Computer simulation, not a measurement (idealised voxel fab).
process module | voxel transistor to metal
cross-section cut | 180 nm wide | cells 5 nm
A cross-section is a grid of square cells, given in bands from the top down. A band is one or more rows of cells.
Each band's line starts with the height of the band's top and of its bottom, in nm. Then come its materials from left to right, each with its width in nm. One material with "throughout" fills the band from edge to edge. "air" is empty space.
Height 0 is the level under which the wafer as received is all one material. The lowest band goes on downwards, as in "0 down".
A width such as "30 to 40" changes by the same amount from each row of cells to the next, from the band's top row to its bottom row.
"no change" after a step means that no cell of the cross-section changed.
closed voids: empty space of 8 cells or more with no open way to the top, each as width x height at its distance from the left edge, in nm
after a step's settings: what the simulator itself notes on the step
overlay nm, on a step with a mask: how far to the right of its planned place the mask lay; to the left if negative
plan
1 op RECEIVE | material Si
2 op CONFORMAL_DEP | material SiO2 | thk nm 5
3 op CONFORMAL_DEP | material SiN | thk nm 10
4 op DIRECTIONAL_DEP | material aC | thk nm 15
5 op PATTERN | tone cover | mask id ACTIVE | material resist | width nm 120 | thk nm 30 | overlay nm 0
6 op DIRECTIONAL_ETCH | etch materials aC | depth nm 15
7 op STRIP | etch materials resist
8 op DIRECTIONAL_ETCH | etch materials SiN | depth nm 10
9 op DIRECTIONAL_ETCH | etch materials SiO2 | depth nm 5
10 op DIRECTIONAL_ETCH | etch materials Si | depth nm 25
11 op STRIP | etch materials aC
12 op FILL_DEP | material SiO2 | thk nm 10
13 op CMP | height nm 15
14 op SELECTIVE_ETCH | etch materials SiO2 | depth nm 10
15 op STRIP | etch materials SiN
16 op SELECTIVE_ETCH | etch materials SiO2 | depth nm 5
17 op OXIDIZE | depth nm 5
18 op DIRECTIONAL_DEP | material polySi | thk nm 25
19 op DIRECTIONAL_DEP | material SiCN | thk nm 15
20 op DIRECTIONAL_DEP | material aC | thk nm 15
21 op PATTERN | tone cover | mask id GATE | material resist | width nm 30 | thk nm 30 | overlay nm 0
22 op DIRECTIONAL_ETCH | etch materials aC | depth nm 15
23 op STRIP | etch materials resist
24 op DIRECTIONAL_ETCH | etch materials SiCN | depth nm 25
25 op DIRECTIONAL_ETCH | etch materials polySi | depth nm 35
26 op STRIP | etch materials aC
27 op CONFORMAL_DEP | material SiO2 | thk nm 5
28 op DIRECTIONAL_ETCH | etch materials SiO2 | depth nm 5
29 op CONFORMAL_DEP | material SiN | thk nm 5
30 op DIRECTIONAL_ETCH | etch materials SiN | depth nm 5
31 op DIRECTIONAL_ETCH | etch materials SiO2 | depth nm 5
32 op EPI | material SiGe | thk nm 5
33 op FILL_DEP | material SiO2 | thk nm 5
34 op CMP | height nm 25
35 op STRIP | etch materials polySi
36 op SELECTIVE_ETCH | etch materials SiO2 | depth nm 5
37 op CONFORMAL_DEP | material HfO2 | thk nm 5
38 op CONFORMAL_DEP | material TiN | thk nm 5
39 op FILL_DEP | material W | thk nm 10
40 op CMP | height nm 20
41 op DIRECTIONAL_DEP | material SiO2 | thk nm 15
42 op PATTERN | tone open | mask id CONTACT | material resist | width nm 20 | pitch nm 80 | thk nm 15 | overlay nm 0
43 op DIRECTIONAL_ETCH | etch materials SiO2 | depth nm 35
44 op STRIP | etch materials resist
45 op CONFORMAL_DEP | material TiN | thk nm 5
46 op FILL_DEP | material W | thk nm 5
47 op CMP | height nm 35
48 op CONFORMAL_DEP | material SiN | thk nm 5
49 op DIRECTIONAL_DEP | material lowk | thk nm 20
50 op DIRECTIONAL_DEP | material aC | thk nm 15
51 op PATTERN | tone open | mask id METAL_1 | material resist | width nm 20 | pitch nm 80 | thk nm 30 | overlay nm 0
52 op DIRECTIONAL_ETCH | etch materials aC | depth nm 15
53 op STRIP | etch materials resist
54 op DIRECTIONAL_ETCH | etch materials lowk | depth nm 20
55 op DIRECTIONAL_ETCH | etch materials SiN | depth nm 5
56 op STRIP | etch materials aC
57 op CONFORMAL_DEP | material TiN | thk nm 5
58 op FILL_DEP | material Ru | thk nm 5
59 op CMP | height nm 60
60 op EPI | material Ru | thk nm 5
61 op FILL_DEP | material SiCN | thk nm 5
62 op DIRECTIONAL_DEP | material lowk | thk nm 35
63 op MASKED_ETCH | tone open | mask id METAL_2_HOLES | width nm 15 | pitch nm 80 | etch materials lowk | depth nm 35 | overlay nm 0
64 op PATTERN | tone open | mask id METAL_2 | material resist | width nm 20 | pitch nm 80 | thk nm 15 | overlay nm 0
65 op DIRECTIONAL_ETCH | etch materials lowk | depth nm 20
66 op DIRECTIONAL_ETCH | etch materials SiCN | depth nm 5
67 op STRIP | etch materials resist
68 op CONFORMAL_DEP | material TiN | thk nm 5
69 op FILL_DEP | material Cu | thk nm 10
70 op CMP | height nm 105
71 op CONFORMAL_DEP | material SiCN | thk nm 5
first wafer, as planned
as received, after step 1
  0 down: Si throughout
  closed voids: none
after step 2
  5 to 0: SiO2 throughout
  below 0: unchanged
after step 3
  15 to 5: SiN throughout
  below 5: unchanged
after step 4
  30 to 15: aC throughout
  below 15: unchanged
after step 5
  60 to 30: air 30 | resist 120 | air 30
  below 30: unchanged
after step 6
  45 to 30: air 30 | resist 120 | air 30
  30 to 15: air 30 | aC 120 | air 30
  below 15: unchanged
after step 7
  30 to 15: air 30 | aC 120 | air 30
  below 15: unchanged
after step 8
  30 to 15: air 30 | aC 120 | air 30
  15 to 5: air 30 | SiN 120 | air 30
  below 5: unchanged
after step 9
  30 to 15: air 30 | aC 120 | air 30
  15 to 5: air 30 | SiN 120 | air 30
  5 to 0: air 30 | SiO2 120 | air 30
  below 0: unchanged
after step 10
  30 to 15: air 30 | aC 120 | air 30
  15 to 5: air 30 | SiN 120 | air 30
  5 to 0: air 30 | SiO2 120 | air 30
  0 to -25: air 30 | Si 120 | air 30
  below -25: unchanged
after step 11
  15 to 5: air 30 | SiN 120 | air 30
  below 5: unchanged
after step 12
  25 to 15: SiO2 throughout
  15 to 5: SiO2 30 | SiN 120 | SiO2 30
  5 to 0: SiO2 throughout
  0 to -25: SiO2 30 | Si 120 | SiO2 30
  below -25: unchanged
after step 13
  15 to 5: SiO2 30 | SiN 120 | SiO2 30
  below 5: unchanged
after step 14
  15 to 5: air 30 | SiN 120 | air 30
  below 5: unchanged
after step 15
  5 to 0: SiO2 throughout
  below 0: unchanged
after step 16
  0 to -25: SiO2 30 | Si 120 | SiO2 30
  below -25: unchanged
after step 17
  0 to -5: SiO2 throughout
  below -5: unchanged
after step 18
  25 to 0: polySi throughout
  below 0: unchanged
after step 19
  40 to 25: SiCN throughout
  below 25: unchanged
after step 20
  55 to 40: aC throughout
  below 40: unchanged
after step 21
  85 to 55: air 75 | resist 30 | air 75
  below 55: unchanged
after step 22
  70 to 55: air 75 | resist 30 | air 75
  55 to 40: air 75 | aC 30 | air 75
  below 40: unchanged
after step 23
  55 to 40: air 75 | aC 30 | air 75
  below 40: unchanged
after step 24
  55 to 40: air 75 | aC 30 | air 75
  40 to 25: air 75 | SiCN 30 | air 75
  below 25: unchanged
after step 25
  55 to 40: air 75 | aC 30 | air 75
  40 to 25: air 75 | SiCN 30 | air 75
  25 to 0: air 75 | polySi 30 | air 75
  below 0: unchanged
after step 26
  40 to 25: air 75 | SiCN 30 | air 75
  below 25: unchanged
after step 27
  45 to 40: air 70 | SiO2 40 | air 70
  40 to 25: air 70 | SiO2 5 | SiCN 30 | SiO2 5 | air 70
  25 to 5: air 70 | SiO2 5 | polySi 30 | SiO2 5 | air 70
  5 to 0: SiO2 75 | polySi 30 | SiO2 75
  below 0: unchanged
after step 28
  40 to 25: air 70 | SiO2 5 | SiCN 30 | SiO2 5 | air 70
  25 to 0: air 70 | SiO2 5 | polySi 30 | SiO2 5 | air 70
  below 0: unchanged
after step 29
  45 to 40: air 65 | SiN 50 | air 65
  40 to 25: air 65 | SiN 5 | SiO2 5 | SiCN 30 | SiO2 5 | SiN 5 | air 65
  25 to 5: air 65 | SiN 5 | SiO2 5 | polySi 30 | SiO2 5 | SiN 5 | air 65
  5 to 0: SiN 70 | SiO2 5 | polySi 30 | SiO2 5 | SiN 70
  below 0: unchanged
after step 30
  40 to 25: air 65 | SiN 5 | SiO2 5 | SiCN 30 | SiO2 5 | SiN 5 | air 65
  25 to 0: air 65 | SiN 5 | SiO2 5 | polySi 30 | SiO2 5 | SiN 5 | air 65
  below 0: unchanged
after step 31
  40 to 35: air 65 | SiN 5 | air 5 | SiCN 30 | air 5 | SiN 5 | air 65
  35 to 25: air 65 | SiN 5 | SiO2 5 | SiCN 30 | SiO2 5 | SiN 5 | air 65
  25 to 0: air 65 | SiN 5 | SiO2 5 | polySi 30 | SiO2 5 | SiN 5 | air 65
  0 to -5: air 65 | SiO2 50 | air 65
  below -5: unchanged
after step 32
  40 to 35: air 65 | SiN 5 | air 5 | SiCN 30 | air 5 | SiN 5 | air 65
  35 to 25: air 65 | SiN 5 | SiO2 5 | SiCN 30 | SiO2 5 | SiN 5 | air 65
  25 to 0: air 65 | SiN 5 | SiO2 5 | polySi 30 | SiO2 5 | SiN 5 | air 65
  0 to -5: air 25 | SiGe 40 | SiO2 50 | SiGe 40 | air 25
  below -5: unchanged
after step 33
  45 to 40: SiO2 throughout
  40 to 25: SiO2 65 | SiN 5 | SiO2 5 | SiCN 30 | SiO2 5 | SiN 5 | SiO2 65
  25 to 0: SiO2 65 | SiN 5 | SiO2 5 | polySi 30 | SiO2 5 | SiN 5 | SiO2 65
  0 to -5: SiO2 25 | SiGe 40 | SiO2 50 | SiGe 40 | SiO2 25
  below -5: unchanged
after step 34
  25 to 0: SiO2 65 | SiN 5 | SiO2 5 | polySi 30 | SiO2 5 | SiN 5 | SiO2 65
  below 0: unchanged
after step 35
  25 to 0: SiO2 65 | SiN 5 | SiO2 5 | air 30 | SiO2 5 | SiN 5 | SiO2 65
  below 0: unchanged
after step 36
  25 to 20: air 65 | SiN 5 | air 40 | SiN 5 | air 65
  20 to 0: SiO2 65 | SiN 5 | air 40 | SiN 5 | SiO2 65
  0 to -5: SiO2 25 | SiGe 40 | SiO2 5 | air 40 | SiO2 5 | SiGe 40 | SiO2 25
  below -5: unchanged
after step 37
  30 to 25: air 60 | HfO2 15 | air 30 | HfO2 15 | air 60
  25 to 20: HfO2 65 | SiN 5 | HfO2 5 | air 30 | HfO2 5 | SiN 5 | HfO2 65
  20 to 0: SiO2 65 | SiN 5 | HfO2 5 | air 30 | HfO2 5 | SiN 5 | SiO2 65
  0 to -5: SiO2 25 | SiGe 40 | SiO2 5 | HfO2 40 | SiO2 5 | SiGe 40 | SiO2 25
  below -5: unchanged
after step 38
  35 to 30: air 55 | TiN 25 | air 20 | TiN 25 | air 55
  30 to 25: TiN 60 | HfO2 15 | TiN 5 | air 20 | TiN 5 | HfO2 15 | TiN 60
  25 to 20: HfO2 65 | SiN 5 | HfO2 5 | TiN 5 | air 20 | TiN 5 | HfO2 5 | SiN 5 | HfO2 65
  20 to 5: SiO2 65 | SiN 5 | HfO2 5 | TiN 5 | air 20 | TiN 5 | HfO2 5 | SiN 5 | SiO2 65
  5 to 0: SiO2 65 | SiN 5 | HfO2 5 | TiN 30 | HfO2 5 | SiN 5 | SiO2 65
  below 0: unchanged
after step 39
  45 to 35: W throughout
  35 to 30: W 55 | TiN 25 | W 20 | TiN 25 | W 55
  30 to 25: TiN 60 | HfO2 15 | TiN 5 | W 20 | TiN 5 | HfO2 15 | TiN 60
  25 to 20: HfO2 65 | SiN 5 | HfO2 5 | TiN 5 | W 20 | TiN 5 | HfO2 5 | SiN 5 | HfO2 65
  20 to 5: SiO2 65 | SiN 5 | HfO2 5 | TiN 5 | W 20 | TiN 5 | HfO2 5 | SiN 5 | SiO2 65
  below 5: unchanged
after step 40
  20 to 5: SiO2 65 | SiN 5 | HfO2 5 | TiN 5 | W 20 | TiN 5 | HfO2 5 | SiN 5 | SiO2 65
  below 5: unchanged
after step 41
  35 to 20: SiO2 throughout
  below 20: unchanged
after step 42
  50 to 35: resist 40 | air 20 | resist 60 | air 20 | resist 40
  below 35: unchanged
after step 43
  50 to 35: resist 40 | air 20 | resist 60 | air 20 | resist 40
  35 to 20: SiO2 40 | air 20 | SiO2 60 | air 20 | SiO2 40
  20 to 5: SiO2 40 | air 20 | SiO2 5 | SiN 5 | HfO2 5 | TiN 5 | W 20 | TiN 5 | HfO2 5 | SiN 5 | SiO2 5 | air 20 | SiO2 40
  5 to 0: SiO2 40 | air 20 | SiO2 5 | SiN 5 | HfO2 5 | TiN 30 | HfO2 5 | SiN 5 | SiO2 5 | air 20 | SiO2 40
  below 0: unchanged
after step 44
  35 to 20: SiO2 40 | air 20 | SiO2 60 | air 20 | SiO2 40
  below 20: unchanged
after step 45
  40 to 35: TiN 45 | air 10 | TiN 70 | air 10 | TiN 45
  35 to 20: SiO2 40 | TiN 5 | air 10 | TiN 5 | SiO2 60 | TiN 5 | air 10 | TiN 5 | SiO2 40
  20 to 5: SiO2 40 | TiN 5 | air 10 | TiN 5 | SiO2 5 | SiN 5 | HfO2 5 | TiN 5 | W 20 | TiN 5 | HfO2 5 | SiN 5 | SiO2 5 | TiN 5 | air 10 | TiN 5 | SiO2 40
  5 to 0: SiO2 40 | TiN 20 | SiO2 5 | SiN 5 | HfO2 5 | TiN 30 | HfO2 5 | SiN 5 | SiO2 5 | TiN 20 | SiO2 40
  below 0: unchanged
after step 46
  45 to 40: W throughout
  40 to 35: TiN 45 | W 10 | TiN 70 | W 10 | TiN 45
  35 to 20: SiO2 40 | TiN 5 | W 10 | TiN 5 | SiO2 60 | TiN 5 | W 10 | TiN 5 | SiO2 40
  20 to 5: SiO2 40 | TiN 5 | W 10 | TiN 5 | SiO2 5 | SiN 5 | HfO2 5 | TiN 5 | W 20 | TiN 5 | HfO2 5 | SiN 5 | SiO2 5 | TiN 5 | W 10 | TiN 5 | SiO2 40
  below 5: unchanged
after step 47
  35 to 20: SiO2 40 | TiN 5 | W 10 | TiN 5 | SiO2 60 | TiN 5 | W 10 | TiN 5 | SiO2 40
  below 20: unchanged
after step 48
  40 to 35: SiN throughout
  below 35: unchanged
after step 49
  60 to 40: lowk throughout
  below 40: unchanged
after step 50
  75 to 60: aC throughout
  below 60: unchanged
after step 51
  105 to 75: resist 40 | air 20 | resist 60 | air 20 | resist 40
  below 75: unchanged
after step 52
  90 to 75: resist 40 | air 20 | resist 60 | air 20 | resist 40
  75 to 60: aC 40 | air 20 | aC 60 | air 20 | aC 40
  below 60: unchanged
after step 53
  75 to 60: aC 40 | air 20 | aC 60 | air 20 | aC 40
  below 60: unchanged
after step 54
  75 to 60: aC 40 | air 20 | aC 60 | air 20 | aC 40
  60 to 40: lowk 40 | air 20 | lowk 60 | air 20 | lowk 40
  below 40: unchanged
after step 55
  75 to 60: aC 40 | air 20 | aC 60 | air 20 | aC 40
  60 to 40: lowk 40 | air 20 | lowk 60 | air 20 | lowk 40
  40 to 35: SiN 40 | air 20 | SiN 60 | air 20 | SiN 40
  below 35: unchanged
after step 56
  60 to 40: lowk 40 | air 20 | lowk 60 | air 20 | lowk 40
  below 40: unchanged
after step 57
  65 to 60: TiN 45 | air 10 | TiN 70 | air 10 | TiN 45
  60 to 40: lowk 40 | TiN 5 | air 10 | TiN 5 | lowk 60 | TiN 5 | air 10 | TiN 5 | lowk 40
  40 to 35: SiN 40 | TiN 20 | SiN 60 | TiN 20 | SiN 40
  below 35: unchanged
after step 58
  70 to 65: Ru throughout
  65 to 60: TiN 45 | Ru 10 | TiN 70 | Ru 10 | TiN 45
  60 to 40: lowk 40 | TiN 5 | Ru 10 | TiN 5 | lowk 60 | TiN 5 | Ru 10 | TiN 5 | lowk 40
  below 40: unchanged
after step 59
  60 to 40: lowk 40 | TiN 5 | Ru 10 | TiN 5 | lowk 60 | TiN 5 | Ru 10 | TiN 5 | lowk 40
  below 40: unchanged
after step 60
  65 to 60: air 35 | Ru 30 | air 50 | Ru 30 | air 35
  below 60: unchanged
after step 61
  70 to 65: SiCN throughout
  65 to 60: SiCN 35 | Ru 30 | SiCN 50 | Ru 30 | SiCN 35
  below 60: unchanged
after step 62
  105 to 70: lowk throughout
  below 70: unchanged
after step 63
  105 to 70: lowk 40 | air 15 | lowk 65 | air 15 | lowk 45
  below 70: unchanged
after step 64
  120 to 105: resist 40 | air 20 | resist 60 | air 20 | resist 40
  below 105: unchanged
after step 65
  120 to 105: resist 40 | air 20 | resist 60 | air 20 | resist 40
  105 to 85: lowk 40 | air 20 | lowk 60 | air 20 | lowk 40
  below 85: unchanged
after step 66
  120 to 105: resist 40 | air 20 | resist 60 | air 20 | resist 40
  105 to 85: lowk 40 | air 20 | lowk 60 | air 20 | lowk 40
  85 to 70: lowk 40 | air 15 | lowk 65 | air 15 | lowk 45
  70 to 65: SiCN 40 | air 15 | SiCN 65 | air 15 | SiCN 45
  below 65: unchanged
after step 67
  105 to 85: lowk 40 | air 20 | lowk 60 | air 20 | lowk 40
  below 85: unchanged
after step 68
  110 to 105: TiN 45 | air 10 | TiN 70 | air 10 | TiN 45
  105 to 90: lowk 40 | TiN 5 | air 10 | TiN 5 | lowk 60 | TiN 5 | air 10 | TiN 5 | lowk 40
  90 to 85: lowk 40 | TiN 5 | air 5 | TiN 10 | lowk 60 | TiN 5 | air 5 | TiN 10 | lowk 40
  85 to 70: lowk 40 | TiN 5 | air 5 | TiN 5 | lowk 65 | TiN 5 | air 5 | TiN 5 | lowk 45
  70 to 65: SiCN 40 | TiN 15 | SiCN 65 | TiN 15 | SiCN 45
  below 65: unchanged
after step 69
  120 to 110: Cu throughout
  110 to 105: TiN 45 | Cu 10 | TiN 70 | Cu 10 | TiN 45
  105 to 90: lowk 40 | TiN 5 | Cu 10 | TiN 5 | lowk 60 | TiN 5 | Cu 10 | TiN 5 | lowk 40
  90 to 85: lowk 40 | TiN 5 | Cu 5 | TiN 10 | lowk 60 | TiN 5 | Cu 5 | TiN 10 | lowk 40
  85 to 70: lowk 40 | TiN 5 | Cu 5 | TiN 5 | lowk 65 | TiN 5 | Cu 5 | TiN 5 | lowk 45
  below 70: unchanged
after step 70
  105 to 90: lowk 40 | TiN 5 | Cu 10 | TiN 5 | lowk 60 | TiN 5 | Cu 10 | TiN 5 | lowk 40
  below 90: unchanged
after step 71
  110 to 105: SiCN throughout
  below 105: unchanged
second wafer: like start, like plan, one mistake. Through step 20 it matches the first wafer
when step 21 should have ended
  85 to 55: resist 75 | air 30 | resist 75
  below 55: unchanged
when step 22 should have ended
  70 to 55: resist 75 | air 30 | resist 75
  55 to 40: aC 75 | air 30 | aC 75
  below 40: unchanged
when step 23 should have ended
  55 to 40: aC 75 | air 30 | aC 75
  below 40: unchanged
when step 24 should have ended
  55 to 40: aC 75 | air 30 | aC 75
  40 to 25: SiCN 75 | air 30 | SiCN 75
  below 25: unchanged
when step 25 should have ended
  55 to 40: aC 75 | air 30 | aC 75
  40 to 25: SiCN 75 | air 30 | SiCN 75
  25 to 0: polySi 75 | air 30 | polySi 75
  below 0: unchanged
when step 26 should have ended
  40 to 25: SiCN 75 | air 30 | SiCN 75
  below 25: unchanged
when step 27 should have ended
  45 to 40: SiO2 80 | air 20 | SiO2 80
  40 to 25: SiCN 75 | SiO2 5 | air 20 | SiO2 5 | SiCN 75
  25 to 5: polySi 75 | SiO2 5 | air 20 | SiO2 5 | polySi 75
  5 to 0: polySi 75 | SiO2 30 | polySi 75
  below 0: unchanged
when step 28 should have ended
  40 to 25: SiCN 75 | SiO2 5 | air 20 | SiO2 5 | SiCN 75
  25 to 0: polySi 75 | SiO2 5 | air 20 | SiO2 5 | polySi 75
  below 0: unchanged
when step 29 should have ended
  45 to 40: SiN 85 | air 10 | SiN 85
  40 to 25: SiCN 75 | SiO2 5 | SiN 5 | air 10 | SiN 5 | SiO2 5 | SiCN 75
  25 to 5: polySi 75 | SiO2 5 | SiN 5 | air 10 | SiN 5 | SiO2 5 | polySi 75
  5 to 0: polySi 75 | SiO2 5 | SiN 20 | SiO2 5 | polySi 75
  below 0: unchanged
when step 30 should have ended
  40 to 25: SiCN 75 | SiO2 5 | SiN 5 | air 10 | SiN 5 | SiO2 5 | SiCN 75
  25 to 0: polySi 75 | SiO2 5 | SiN 5 | air 10 | SiN 5 | SiO2 5 | polySi 75
  below 0: unchanged
when step 31 should have ended
  40 to 35: SiCN 75 | air 5 | SiN 5 | air 10 | SiN 5 | air 5 | SiCN 75
  35 to 25: SiCN 75 | SiO2 5 | SiN 5 | air 10 | SiN 5 | SiO2 5 | SiCN 75
  25 to 0: polySi 75 | SiO2 5 | SiN 5 | air 10 | SiN 5 | SiO2 5 | polySi 75
  0 to -5: SiO2 85 | air 10 | SiO2 85
  below -5: unchanged
when step 32 should have ended
  40 to 35: SiCN 75 | air 5 | SiN 5 | air 10 | SiN 5 | air 5 | SiCN 75
  35 to 25: SiCN 75 | SiO2 5 | SiN 5 | air 10 | SiN 5 | SiO2 5 | SiCN 75
  25 to 0: polySi 75 | SiO2 5 | SiN 5 | air 10 | SiN 5 | SiO2 5 | polySi 75
  0 to -5: SiO2 85 | SiGe 10 | SiO2 85
  below -5: unchanged
when step 33 should have ended
  45 to 40: SiO2 throughout
  40 to 25: SiCN 75 | SiO2 5 | SiN 5 | SiO2 10 | SiN 5 | SiO2 5 | SiCN 75
  25 to 0: polySi 75 | SiO2 5 | SiN 5 | SiO2 10 | SiN 5 | SiO2 5 | polySi 75
  below 0: unchanged
when step 34 should have ended
  25 to 0: polySi 75 | SiO2 5 | SiN 5 | SiO2 10 | SiN 5 | SiO2 5 | polySi 75
  below 0: unchanged
when step 35 should have ended
  25 to 0: air 75 | SiO2 5 | SiN 5 | SiO2 10 | SiN 5 | SiO2 5 | air 75
  below 0: unchanged
when step 36 should have ended
  25 to 20: air 80 | SiN 5 | air 10 | SiN 5 | air 80
  20 to 0: air 80 | SiN 5 | SiO2 10 | SiN 5 | air 80
  0 to -5: air 80 | SiO2 5 | SiGe 10 | SiO2 5 | air 80
  below -5: unchanged
when step 37 should have ended
  30 to 25: air 75 | HfO2 30 | air 75
  25 to 20: air 75 | HfO2 5 | SiN 5 | HfO2 10 | SiN 5 | HfO2 5 | air 75
  20 to 0: air 75 | HfO2 5 | SiN 5 | SiO2 10 | SiN 5 | HfO2 5 | air 75
  0 to -5: HfO2 80 | SiO2 5 | SiGe 10 | SiO2 5 | HfO2 80
  below -5: unchanged
when step 38 should have ended
  35 to 30: air 70 | TiN 40 | air 70
  30 to 25: air 70 | TiN 5 | HfO2 30 | TiN 5 | air 70
  25 to 20: air 70 | TiN 5 | HfO2 5 | SiN 5 | HfO2 10 | SiN 5 | HfO2 5 | TiN 5 | air 70
  20 to 5: air 70 | TiN 5 | HfO2 5 | SiN 5 | SiO2 10 | SiN 5 | HfO2 5 | TiN 5 | air 70
  5 to 0: TiN 75 | HfO2 5 | SiN 5 | SiO2 10 | SiN 5 | HfO2 5 | TiN 75
  below 0: unchanged
when step 39 should have ended
  45 to 35: W throughout
  35 to 30: W 70 | TiN 40 | W 70
  30 to 25: W 70 | TiN 5 | HfO2 30 | TiN 5 | W 70
  25 to 20: W 70 | TiN 5 | HfO2 5 | SiN 5 | HfO2 10 | SiN 5 | HfO2 5 | TiN 5 | W 70
  20 to 5: W 70 | TiN 5 | HfO2 5 | SiN 5 | SiO2 10 | SiN 5 | HfO2 5 | TiN 5 | W 70
  below 5: unchanged
when step 40 should have ended
  20 to 5: W 70 | TiN 5 | HfO2 5 | SiN 5 | SiO2 10 | SiN 5 | HfO2 5 | TiN 5 | W 70
  below 5: unchanged
when step 41 should have ended
  35 to 20: SiO2 throughout
  below 20: unchanged
when step 42 should have ended
  50 to 35: resist 40 | air 20 | resist 60 | air 20 | resist 40
  below 35: unchanged
when step 43 should have ended
  50 to 35: resist 40 | air 20 | resist 60 | air 20 | resist 40
  35 to 20: SiO2 40 | air 20 | SiO2 60 | air 20 | SiO2 40
  below 20: unchanged
when step 44 should have ended
  35 to 20: SiO2 40 | air 20 | SiO2 60 | air 20 | SiO2 40
  below 20: unchanged
when step 45 should have ended
  40 to 35: TiN 45 | air 10 | TiN 70 | air 10 | TiN 45
  35 to 25: SiO2 40 | TiN 5 | air 10 | TiN 5 | SiO2 60 | TiN 5 | air 10 | TiN 5 | SiO2 40
  25 to 20: SiO2 40 | TiN 20 | SiO2 60 | TiN 20 | SiO2 40
  below 20: unchanged
when step 46 should have ended
  45 to 40: W throughout
  40 to 35: TiN 45 | W 10 | TiN 70 | W 10 | TiN 45
  35 to 25: SiO2 40 | TiN 5 | W 10 | TiN 5 | SiO2 60 | TiN 5 | W 10 | TiN 5 | SiO2 40
  below 25: unchanged
when step 47 should have ended
  35 to 25: SiO2 40 | TiN 5 | W 10 | TiN 5 | SiO2 60 | TiN 5 | W 10 | TiN 5 | SiO2 40
  below 25: unchanged
when step 48 should have ended
  40 to 35: SiN throughout
  below 35: unchanged
when step 49 should have ended
  60 to 40: lowk throughout
  below 40: unchanged
when step 50 should have ended
  75 to 60: aC throughout
  below 60: unchanged
when step 51 should have ended
  105 to 75: resist 40 | air 20 | resist 60 | air 20 | resist 40
  below 75: unchanged
when step 52 should have ended
  90 to 75: resist 40 | air 20 | resist 60 | air 20 | resist 40
  75 to 60: aC 40 | air 20 | aC 60 | air 20 | aC 40
  below 60: unchanged
when step 53 should have ended
  75 to 60: aC 40 | air 20 | aC 60 | air 20 | aC 40
  below 60: unchanged
when step 54 should have ended
  75 to 60: aC 40 | air 20 | aC 60 | air 20 | aC 40
  60 to 40: lowk 40 | air 20 | lowk 60 | air 20 | lowk 40
  below 40: unchanged
when step 55 should have ended
  75 to 60: aC 40 | air 20 | aC 60 | air 20 | aC 40
  60 to 40: lowk 40 | air 20 | lowk 60 | air 20 | lowk 40
  40 to 35: SiN 40 | air 20 | SiN 60 | air 20 | SiN 40
  below 35: unchanged
when step 56 should have ended
  60 to 40: lowk 40 | air 20 | lowk 60 | air 20 | lowk 40
  below 40: unchanged
when step 57 should have ended
  65 to 60: TiN 45 | air 10 | TiN 70 | air 10 | TiN 45
  60 to 40: lowk 40 | TiN 5 | air 10 | TiN 5 | lowk 60 | TiN 5 | air 10 | TiN 5 | lowk 40
  40 to 35: SiN 40 | TiN 20 | SiN 60 | TiN 20 | SiN 40
  below 35: unchanged
when step 58 should have ended
  70 to 65: Ru throughout
  65 to 60: TiN 45 | Ru 10 | TiN 70 | Ru 10 | TiN 45
  60 to 40: lowk 40 | TiN 5 | Ru 10 | TiN 5 | lowk 60 | TiN 5 | Ru 10 | TiN 5 | lowk 40
  below 40: unchanged
when step 59 should have ended
  60 to 40: lowk 40 | TiN 5 | Ru 10 | TiN 5 | lowk 60 | TiN 5 | Ru 10 | TiN 5 | lowk 40
  below 40: unchanged
when step 60 should have ended
  65 to 60: air 35 | Ru 30 | air 50 | Ru 30 | air 35
  below 60: unchanged
when step 61 should have ended
  70 to 65: SiCN throughout
  65 to 60: SiCN 35 | Ru 30 | SiCN 50 | Ru 30 | SiCN 35
  below 60: unchanged
when step 62 should have ended
  105 to 70: lowk throughout
  below 70: unchanged
when step 63 should have ended
  105 to 70: lowk 40 | air 15 | lowk 65 | air 15 | lowk 45
  below 70: unchanged
when step 64 should have ended
  120 to 105: resist 40 | air 20 | resist 60 | air 20 | resist 40
  below 105: unchanged
when step 65 should have ended
  120 to 105: resist 40 | air 20 | resist 60 | air 20 | resist 40
  105 to 85: lowk 40 | air 20 | lowk 60 | air 20 | lowk 40
  below 85: unchanged
when step 66 should have ended
  120 to 105: resist 40 | air 20 | resist 60 | air 20 | resist 40
  105 to 85: lowk 40 | air 20 | lowk 60 | air 20 | lowk 40
  85 to 70: lowk 40 | air 15 | lowk 65 | air 15 | lowk 45
  70 to 65: SiCN 40 | air 15 | SiCN 65 | air 15 | SiCN 45
  below 65: unchanged
when step 67 should have ended
  105 to 85: lowk 40 | air 20 | lowk 60 | air 20 | lowk 40
  below 85: unchanged
when step 68 should have ended
  110 to 105: TiN 45 | air 10 | TiN 70 | air 10 | TiN 45
  105 to 90: lowk 40 | TiN 5 | air 10 | TiN 5 | lowk 60 | TiN 5 | air 10 | TiN 5 | lowk 40
  90 to 85: lowk 40 | TiN 5 | air 5 | TiN 10 | lowk 60 | TiN 5 | air 5 | TiN 10 | lowk 40
  85 to 70: lowk 40 | TiN 5 | air 5 | TiN 5 | lowk 65 | TiN 5 | air 5 | TiN 5 | lowk 45
  70 to 65: SiCN 40 | TiN 15 | SiCN 65 | TiN 15 | SiCN 45
  below 65: unchanged
when step 69 should have ended
  120 to 110: Cu throughout
  110 to 105: TiN 45 | Cu 10 | TiN 70 | Cu 10 | TiN 45
  105 to 90: lowk 40 | TiN 5 | Cu 10 | TiN 5 | lowk 60 | TiN 5 | Cu 10 | TiN 5 | lowk 40
  90 to 85: lowk 40 | TiN 5 | Cu 5 | TiN 10 | lowk 60 | TiN 5 | Cu 5 | TiN 10 | lowk 40
  85 to 70: lowk 40 | TiN 5 | Cu 5 | TiN 5 | lowk 65 | TiN 5 | Cu 5 | TiN 5 | lowk 45
  below 70: unchanged
when step 70 should have ended
  105 to 90: lowk 40 | TiN 5 | Cu 10 | TiN 5 | lowk 60 | TiN 5 | Cu 10 | TiN 5 | lowk 40
  below 90: unchanged
when step 71 should have ended
  110 to 105: SiCN throughout
  below 105: unchanged
what went wrong: step 21 ran as: op PATTERN | tone open | mask id GATE | material resist | width nm 30 | thk nm 30 | overlay nm 0
at the end the second wafer has, in cells: 24 more of HfO2 | 14 fewer of SiGe | 74 fewer of SiO2 | 8 more of TiN | 56 more of W
